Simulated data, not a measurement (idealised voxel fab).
The name of this process module is voxel wiring stack.
Cross-section cut: width 210 nm, square cells of 5 nm.
Throughout this document, each cross-section is represented as a grid of square cells and is presented as a sequence of bands enumerated from the top downward, where a band comprises one or more rows of cells. Top height, bottom height, nm. Materials left to right, width each, nm. Single material + "throughout" = fills band edge to edge. "blank" = empty. Heads up on the height convention: 0 is the point under which the incoming wafer is all one material, and the lowest band has no bottom, it just keeps going down, like "0 and below". Read "30->40" as a graded width: first number on top, second number at the bottom, same change between each pair of neighbouring rows. "everything unchanged", as given for a step, is the statement that not any cell of the cross-section underwent a change during that step. "Closed cavities": sealed empty spaces, 8 cells or more, no open way to top, listed width x height at distance, with distance from the left edge and width, height and distance in nm. It should be noted that, on the line of a given step, the content following the step's settings is a remark produced by the simulator itself with respect to that step. Steps that use a mask can have "overlay nm" on their line. It says how far the mask sat to the right of where it was meant to be. Negative means to the left.
## plan
1 RECEIVE [material Si]
2 CONFORMAL_DEP [material SiO2] [thk nm 10]
3 CONFORMAL_DEP [material SiCN] [thk nm 5]
4 DIRECTIONAL_DEP [material SiO2] [thk nm 25]
5 MASKED_ETCH [tone open] [mask id METAL_1] [width nm 30] [pitch nm 45] [etch materials SiO2] [depth nm 25] [overlay nm 0]
6 MASKED_ETCH [tone open] [mask id METAL_1] [width nm 30] [pitch nm 45] [etch materials SiCN] [depth nm 5] [overlay nm 0]
7 CONFORMAL_DEP [material TiN] [thk nm 5]
8 FILL_DEP [material W] [thk nm 10]
9 CMP [height nm 40]
10 EPI [material Ru] [thk nm 5]
11 FILL_DEP [material SiCN] [thk nm 5]
12 DIRECTIONAL_DEP [material SiO2] [thk nm 35]
13 DIRECTIONAL_DEP [material aC] [thk nm 15]
14 PATTERN [tone open] [mask id METAL_2_HOLES] [material resist] [width nm 15] [pitch nm 45] [thk nm 30] [overlay nm 0]
15 DIRECTIONAL_ETCH [etch materials aC] [depth nm 15]
16 STRIP [etch materials resist]
17 DIRECTIONAL_ETCH [etch materials SiO2] [depth nm 35]
18 STRIP [etch materials aC]
19 PATTERN [tone open] [mask id METAL_2] [material resist] [width nm 30] [pitch nm 45] [thk nm 20] [overlay nm 0]
20 DIRECTIONAL_ETCH [etch materials SiO2] [depth nm 20]
21 DIRECTIONAL_ETCH [etch materials SiCN] [depth nm 5]
22 STRIP [etch materials resist]
23 CONFORMAL_DEP [material TiN] [thk nm 5]
24 FILL_DEP [material Cu] [thk nm 10]
25 CMP [height nm 85]
26 CONFORMAL_DEP [material SiCN] [thk nm 5]
## The first wafer of two, processed as planned
## as received, after step 1
    0 and below = Si throughout
    Closed cavities: none
## Upon completion of step 2, the wafer appears in cross-section as shown
    10 down to 0 = SiO2 throughout
    Below 0, no change.
## Upon completion of step 3, the wafer appears in cross-section as shown
    15 down to 10 = SiCN throughout
    Below 10, no change.
## Upon completion of step 4, the wafer appears in cross-section as shown
    40 down to 15 = SiO2 throughout
    Below 15, no change.
## Upon completion of step 5, the wafer appears in cross-section as shown
    40 down to 15 = SiO2: 65; blank: 30; SiO2: 15; blank: 30; SiO2: 70
    Below 15, no change.
## Upon completion of step 6, the wafer appears in cross-section as shown
    40 down to 15 = SiO2: 65; blank: 30; SiO2: 15; blank: 30; SiO2: 70
    15 down to 10 = SiCN: 65; blank: 30; SiCN: 15; blank: 30; SiCN: 70
    Below 10, no change.
## Upon completion of step 7, the wafer appears in cross-section as shown
    45 down to 40 = TiN: 70; blank: 20; TiN: 25; blank: 20; TiN: 75
    40 down to 15 = SiO2: 65; TiN: 5; blank: 20; TiN: 5; SiO2: 15; TiN: 5; blank: 20; TiN: 5; SiO2: 70
    15 down to 10 = SiCN: 65; TiN: 30; SiCN: 15; TiN: 30; SiCN: 70
    Below 10, no change.
## Upon completion of step 8, the wafer appears in cross-section as shown
    55 down to 45 = W throughout
    45 down to 40 = TiN: 70; W: 20; TiN: 25; W: 20; TiN: 75
    40 down to 15 = SiO2: 65; TiN: 5; W: 20; TiN: 5; SiO2: 15; TiN: 5; W: 20; TiN: 5; SiO2: 70
    Below 15, no change.
## Upon completion of step 9, the wafer appears in cross-section as shown
    40 down to 15 = SiO2: 65; TiN: 5; W: 20; TiN: 5; SiO2: 15; TiN: 5; W: 20; TiN: 5; SiO2: 70
    Below 15, no change.
## Upon completion of step 10, the wafer appears in cross-section as shown
    45 down to 40 = blank: 60; Ru: 40; blank: 5; Ru: 40; blank: 65
    Below 40, no change.
## Upon completion of step 11, the wafer appears in cross-section as shown
    50 down to 45 = SiCN throughout
    45 down to 40 = SiCN: 60; Ru: 40; SiCN: 5; Ru: 40; SiCN: 65
    Below 40, no change.
## Upon completion of step 12, the wafer appears in cross-section as shown
    85 down to 50 = SiO2 throughout
    Below 50, no change.
## Upon completion of step 13, the wafer appears in cross-section as shown
    100 down to 85 = aC throughout
    Below 85, no change.
## Upon completion of step 14, the wafer appears in cross-section as shown
    130 down to 100 = resist: 65; blank: 15; resist: 30; blank: 15; resist: 85
    Below 100, no change.
## Upon completion of step 15, the wafer appears in cross-section as shown
    115 down to 100 = resist: 65; blank: 15; resist: 30; blank: 15; resist: 85
    100 down to 85 = aC: 65; blank: 15; aC: 30; blank: 15; aC: 85
    Below 85, no change.
## Upon completion of step 16, the wafer appears in cross-section as shown
    100 down to 85 = aC: 65; blank: 15; aC: 30; blank: 15; aC: 85
    Below 85, no change.
## Upon completion of step 17, the wafer appears in cross-section as shown
    100 down to 85 = aC: 65; blank: 15; aC: 30; blank: 15; aC: 85
    85 down to 50 = SiO2: 65; blank: 15; SiO2: 30; blank: 15; SiO2: 85
    Below 50, no change.
## Upon completion of step 18, the wafer appears in cross-section as shown
    85 down to 50 = SiO2: 65; blank: 15; SiO2: 30; blank: 15; SiO2: 85
    Below 50, no change.
## Upon completion of step 19, the wafer appears in cross-section as shown
    105 down to 85 = resist: 65; blank: 30; resist: 15; blank: 30; resist: 70
    Below 85, no change.
## Upon completion of step 20, the wafer appears in cross-section as shown
    105 down to 85 = resist: 65; blank: 30; resist: 15; blank: 30; resist: 70
    85 down to 65 = SiO2: 65; blank: 30; SiO2: 15; blank: 30; SiO2: 70
    Below 65, no change.
## Upon completion of step 21, the wafer appears in cross-section as shown
    105 down to 85 = resist: 65; blank: 30; resist: 15; blank: 30; resist: 70
    85 down to 65 = SiO2: 65; blank: 30; SiO2: 15; blank: 30; SiO2: 70
    65 down to 50 = SiO2: 65; blank: 15; SiO2: 30; blank: 15; SiO2: 85
    50 down to 45 = SiCN: 65; blank: 15; SiCN: 30; blank: 15; SiCN: 85
    Below 45, no change.
## Upon completion of step 22, the wafer appears in cross-section as shown
    85 down to 65 = SiO2: 65; blank: 30; SiO2: 15; blank: 30; SiO2: 70
    Below 65, no change.
## Upon completion of step 23, the wafer appears in cross-section as shown
    90 down to 85 = TiN: 70; blank: 20; TiN: 25; blank: 20; TiN: 75
    85 down to 70 = SiO2: 65; TiN: 5; blank: 20; TiN: 5; SiO2: 15; TiN: 5; blank: 20; TiN: 5; SiO2: 70
    70 down to 65 = SiO2: 65; TiN: 5; blank: 5; TiN: 20; SiO2: 15; TiN: 5; blank: 5; TiN: 20; SiO2: 70
    65 down to 50 = SiO2: 65; TiN: 5; blank: 5; TiN: 5; SiO2: 30; TiN: 5; blank: 5; TiN: 5; SiO2: 85
    50 down to 45 = SiCN: 65; TiN: 15; SiCN: 30; TiN: 15; SiCN: 85
    Below 45, no change.
## Upon completion of step 24, the wafer appears in cross-section as shown
    100 down to 90 = Cu throughout
    90 down to 85 = TiN: 70; Cu: 20; TiN: 25; Cu: 20; TiN: 75
    85 down to 70 = SiO2: 65; TiN: 5; Cu: 20; TiN: 5; SiO2: 15; TiN: 5; Cu: 20; TiN: 5; SiO2: 70
    70 down to 65 = SiO2: 65; TiN: 5; Cu: 5; TiN: 20; SiO2: 15; TiN: 5; Cu: 5; TiN: 20; SiO2: 70
    65 down to 50 = SiO2: 65; TiN: 5; Cu: 5; TiN: 5; SiO2: 30; TiN: 5; Cu: 5; TiN: 5; SiO2: 85
    Below 50, no change.
## Upon completion of step 25, the wafer appears in cross-section as shown
    85 down to 70 = SiO2: 65; TiN: 5; Cu: 20; TiN: 5; SiO2: 15; TiN: 5; Cu: 20; TiN: 5; SiO2: 70
    Below 70, no change.
## Upon completion of step 26, the wafer appears in cross-section as shown
    90 down to 85 = SiCN throughout
    Below 85, no change.
## Notes, second wafer: start = first wafer's, plan = first wafer's, execution had one mistake; history identical to first through step 1
Second wafer, sectioned view, at step 2's planned end time: everything unchanged
## Second wafer, sectioned view, at step 3's planned end time
    5 down to 0 = SiCN throughout
    Below 0, no change.
## Second wafer, sectioned view, at step 4's planned end time
    30 down to 5 = SiO2 throughout
    Below 5, no change.
## Second wafer, sectioned view, at step 5's planned end time
    30 down to 5 = SiO2: 65; blank: 30; SiO2: 15; blank: 30; SiO2: 70
    Below 5, no change.
## Second wafer, sectioned view, at step 6's planned end time
    30 down to 5 = SiO2: 65; blank: 30; SiO2: 15; blank: 30; SiO2: 70
    5 down to 0 = SiCN: 65; blank: 30; SiCN: 15; blank: 30; SiCN: 70
    Below 0, no change.
## Second wafer, sectioned view, at step 7's planned end time
    35 down to 30 = TiN: 70; blank: 20; TiN: 25; blank: 20; TiN: 75
    30 down to 5 = SiO2: 65; TiN: 5; blank: 20; TiN: 5; SiO2: 15; TiN: 5; blank: 20; TiN: 5; SiO2: 70
    5 down to 0 = SiCN: 65; TiN: 30; SiCN: 15; TiN: 30; SiCN: 70
    Below 0, no change.
## Second wafer, sectioned view, at step 8's planned end time
    45 down to 35 = W throughout
    35 down to 30 = TiN: 70; W: 20; TiN: 25; W: 20; TiN: 75
    30 down to 5 = SiO2: 65; TiN: 5; W: 20; TiN: 5; SiO2: 15; TiN: 5; W: 20; TiN: 5; SiO2: 70
    Below 5, no change.
## Second wafer, sectioned view, at step 9's planned end time
    40 down to 35 = W throughout
    Below 35, no change.
## Second wafer, sectioned view, at step 10's planned end time
    45 down to 40 = Ru throughout
    Below 40, no change.
## Second wafer, sectioned view, at step 11's planned end time
    50 down to 45 = SiCN throughout
    Below 45, no change.
## Second wafer, sectioned view, at step 12's planned end time
    85 down to 50 = SiO2 throughout
    Below 50, no change.
## Second wafer, sectioned view, at step 13's planned end time
    100 down to 85 = aC throughout
    Below 85, no change.
## Second wafer, sectioned view, at step 14's planned end time
    130 down to 100 = resist: 65; blank: 15; resist: 30; blank: 15; resist: 85
    Below 100, no change.
## Second wafer, sectioned view, at step 15's planned end time
    115 down to 100 = resist: 65; blank: 15; resist: 30; blank: 15; resist: 85
    100 down to 85 = aC: 65; blank: 15; aC: 30; blank: 15; aC: 85
    Below 85, no change.
## Second wafer, sectioned view, at step 16's planned end time
    100 down to 85 = aC: 65; blank: 15; aC: 30; blank: 15; aC: 85
    Below 85, no change.
## Second wafer, sectioned view, at step 17's planned end time
    100 down to 85 = aC: 65; blank: 15; aC: 30; blank: 15; aC: 85
    85 down to 50 = SiO2: 65; blank: 15; SiO2: 30; blank: 15; SiO2: 85
    Below 50, no change.
## Second wafer, sectioned view, at step 18's planned end time
    85 down to 50 = SiO2: 65; blank: 15; SiO2: 30; blank: 15; SiO2: 85
    Below 50, no change.
## Second wafer, sectioned view, at step 19's planned end time
    105 down to 85 = resist: 65; blank: 30; resist: 15; blank: 30; resist: 70
    Below 85, no change.
## Second wafer, sectioned view, at step 20's planned end time
    105 down to 85 = resist: 65; blank: 30; resist: 15; blank: 30; resist: 70
    85 down to 65 = SiO2: 65; blank: 30; SiO2: 15; blank: 30; SiO2: 70
    Below 65, no change.
## Second wafer, sectioned view, at step 21's planned end time
    105 down to 85 = resist: 65; blank: 30; resist: 15; blank: 30; resist: 70
    85 down to 65 = SiO2: 65; blank: 30; SiO2: 15; blank: 30; SiO2: 70
    65 down to 50 = SiO2: 65; blank: 15; SiO2: 30; blank: 15; SiO2: 85
    50 down to 45 = SiCN: 65; blank: 15; SiCN: 30; blank: 15; SiCN: 85
    Below 45, no change.
## Second wafer, sectioned view, at step 22's planned end time
    85 down to 65 = SiO2: 65; blank: 30; SiO2: 15; blank: 30; SiO2: 70
    Below 65, no change.
## Second wafer, sectioned view, at step 23's planned end time
    90 down to 85 = TiN: 70; blank: 20; TiN: 25; blank: 20; TiN: 75
    85 down to 70 = SiO2: 65; TiN: 5; blank: 20; TiN: 5; SiO2: 15; TiN: 5; blank: 20; TiN: 5; SiO2: 70
    70 down to 65 = SiO2: 65; TiN: 5; blank: 5; TiN: 20; SiO2: 15; TiN: 5; blank: 5; TiN: 20; SiO2: 70
    65 down to 50 = SiO2: 65; TiN: 5; blank: 5; TiN: 5; SiO2: 30; TiN: 5; blank: 5; TiN: 5; SiO2: 85
    50 down to 45 = SiCN: 65; TiN: 15; SiCN: 30; TiN: 15; SiCN: 85
    Below 45, no change.
## Second wafer, sectioned view, at step 24's planned end time
    100 down to 90 = Cu throughout
    90 down to 85 = TiN: 70; Cu: 20; TiN: 25; Cu: 20; TiN: 75
    85 down to 70 = SiO2: 65; TiN: 5; Cu: 20; TiN: 5; SiO2: 15; TiN: 5; Cu: 20; TiN: 5; SiO2: 70
    70 down to 65 = SiO2: 65; TiN: 5; Cu: 5; TiN: 20; SiO2: 15; TiN: 5; Cu: 5; TiN: 20; SiO2: 70
    65 down to 50 = SiO2: 65; TiN: 5; Cu: 5; TiN: 5; SiO2: 30; TiN: 5; Cu: 5; TiN: 5; SiO2: 85
    Below 50, no change.
## Second wafer, sectioned view, at step 25's planned end time
    85 down to 70 = SiO2: 65; TiN: 5; Cu: 20; TiN: 5; SiO2: 15; TiN: 5; Cu: 20; TiN: 5; SiO2: 70
    Below 70, no change.
## Second wafer, sectioned view, at step 26's planned end time
    90 down to 85 = SiCN throughout
    Below 85, no change.
Short version of what went wrong: step 2 from the plan never happened, it was just skipped
Per the end-of-run cell counts, the second wafer holds more or fewer of some materials than the first: Ru: 26 more; SiCN: 26 fewer; SiO2: 84 fewer; TiN: 34 more; W: 50 more
